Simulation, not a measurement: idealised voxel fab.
This section sets out a process module, namely voxel spacer lines.
Cross-section cut: width 300 nm, square cells of 5 nm.
Cross-section, as written here: a square-cell grid given band by band from the top down, where a band holds one or more rows of cells.
Top height, bottom height, nm. Materials left to right, width each, nm. Single material + "all across" = fills band edge to edge. "empty" = empty.
Height 0 is the level under which the wafer as received is all one material. The lowest band goes on downwards, as in "0 down".
A width given as "30 to 40" starts at the first number in the band's top row and ends at the second number in its bottom row, shifting by an equal amount at every step from row to row.
You'll sometimes find "nothing different" written for a step, and that's the way of saying that nowhere in the cross-section did a cell change during that step.
Look at "Sealed-off cavities" for the closed voids: empty spaces with no open path to the top, sized 8 cells or up. Each is width x height at distance, distance from the left edge, all nm.
Whatever follows a step's settings on its line is a remark the simulator itself makes about that step.
Among the settings permitted on a step's line is "overlay nm"; applied to a step with a mask, it specifies the extent to which the mask lay to the right of its planned position, whereas a negative figure signifies a position to the left.

## Process steps (planned)
1,RECEIVE | material Si
2,CONFORMAL_DEP | material Al2O3 | thk nm 5
3,DIRECTIONAL_DEP | material polySi | thk nm 20
4,DIRECTIONAL_DEP | material aC | thk nm 20
5,PATTERN | tone cover | mask id MANDREL | material resist | width nm 25 | pitch nm 80 | thk nm 25 | overlay nm 0
6,DIRECTIONAL_ETCH | etch materials aC | depth nm 20
7,STRIP | etch materials resist
8,CONFORMAL_DEP | material SiN | thk nm 15
9,DIRECTIONAL_ETCH | etch materials SiN | depth nm 15
10,STRIP | etch materials aC
11,DIRECTIONAL_ETCH | etch materials polySi | depth nm 20
12,STRIP | etch materials SiN
13,FILL_DEP | material SiO2 | thk nm 5
14,CMP | height nm 25

## The first of a set of two wafers, run to plan

## Shown in cross-section is the wafer as received, that is, as it stands after step 1
	0 down | Si all across
	Sealed-off cavities: none

## Once step 2 is through, the wafer looks like this in cross-section
	5 to 0 | Al2O3 all across
	Under 0: no change, same as before.

## Once step 3 is through, the wafer looks like this in cross-section
	25 to 5 | polySi all across
	Under 5: no change, same as before.

## Once step 4 is through, the wafer looks like this in cross-section
	45 to 25 | aC all across
	Under 25: no change, same as before.

## Once step 5 is through, the wafer looks like this in cross-section
	70 to 45 | empty: 95 | resist: 25 | empty: 55 | resist: 25 | empty: 100
	Under 45: no change, same as before.

## Once step 6 is through, the wafer looks like this in cross-section
	50 to 45 | empty: 95 | resist: 25 | empty: 55 | resist: 25 | empty: 100
	45 to 25 | empty: 95 | aC: 25 | empty: 55 | aC: 25 | empty: 100
	Under 25: no change, same as before.

## Once step 7 is through, the wafer looks like this in cross-section
	45 to 25 | empty: 95 | aC: 25 | empty: 55 | aC: 25 | empty: 100
	Under 25: no change, same as before.

## Once step 8 is through, the wafer looks like this in cross-section
	60 to 45 | empty: 80 | SiN: 55 | empty: 25 | SiN: 55 | empty: 85
	45 to 40 | empty: 80 | SiN: 15 | aC: 25 | SiN: 15 | empty: 25 | SiN: 15 | aC: 25 | SiN: 15 | empty: 85
	40 to 25 | SiN: 95 | aC: 25 | SiN: 55 | aC: 25 | SiN: 100
	Under 25: no change, same as before.

## Once step 9 is through, the wafer looks like this in cross-section
	45 to 25 | empty: 80 | SiN: 15 | aC: 25 | SiN: 15 | empty: 25 | SiN: 15 | aC: 25 | SiN: 15 | empty: 85
	Under 25: no change, same as before.

## Once step 10 is through, the wafer looks like this in cross-section
	45 to 25 | empty: 80 | SiN: 15 | empty: 25 | SiN: 15 | empty: 25 | SiN: 15 | empty: 25 | SiN: 15 | empty: 85
	Under 25: no change, same as before.

## Once step 11 is through, the wafer looks like this in cross-section
	45 to 25 | empty: 80 | SiN: 15 | empty: 25 | SiN: 15 | empty: 25 | SiN: 15 | empty: 25 | SiN: 15 | empty: 85
	25 to 5 | empty: 80 | polySi: 15 | empty: 25 | polySi: 15 | empty: 25 | polySi: 15 | empty: 25 | polySi: 15 | empty: 85
	Under 5: no change, same as before.

## Once step 12 is through, the wafer looks like this in cross-section
	25 to 5 | empty: 80 | polySi: 15 | empty: 25 | polySi: 15 | empty: 25 | polySi: 15 | empty: 25 | polySi: 15 | empty: 85
	Under 5: no change, same as before.

## Once step 13 is through, the wafer looks like this in cross-section
	30 to 25 | SiO2 all across
	25 to 5 | SiO2: 80 | polySi: 15 | SiO2: 25 | polySi: 15 | SiO2: 25 | polySi: 15 | SiO2: 25 | polySi: 15 | SiO2: 85
	Under 5: no change, same as before.

## Once step 14 is through, the wafer looks like this in cross-section
	25 to 5 | SiO2: 80 | polySi: 15 | SiO2: 25 | polySi: 15 | SiO2: 25 | polySi: 15 | SiO2: 25 | polySi: 15 | SiO2: 85
	Under 5: no change, same as before.

## Wafer two of two - same starting point, same process plan, one mistake in execution; matches wafer one up to and including step 12

## Second wafer, sectioned view, at step 13's planned end time
	30 to 25 | SiN all across
	25 to 5 | SiN: 80 | polySi: 15 | SiN: 25 | polySi: 15 | SiN: 25 | polySi: 15 | SiN: 25 | polySi: 15 | SiN: 85
	Under 5: no change, same as before.

## Second wafer, sectioned view, at step 14's planned end time
	25 to 5 | SiN: 80 | polySi: 15 | SiN: 25 | polySi: 15 | SiN: 25 | polySi: 15 | SiN: 25 | polySi: 15 | SiN: 85
	Under 5: no change, same as before.
It is concluded that the wafer was processed incorrectly with respect to the plan, in that step 13 ran as: FILL_DEP | material SiN | thk nm 5
FYI, end of process, the second wafer has more or fewer cells of some materials than the first: SiN: 192 more; SiO2: 192 fewer
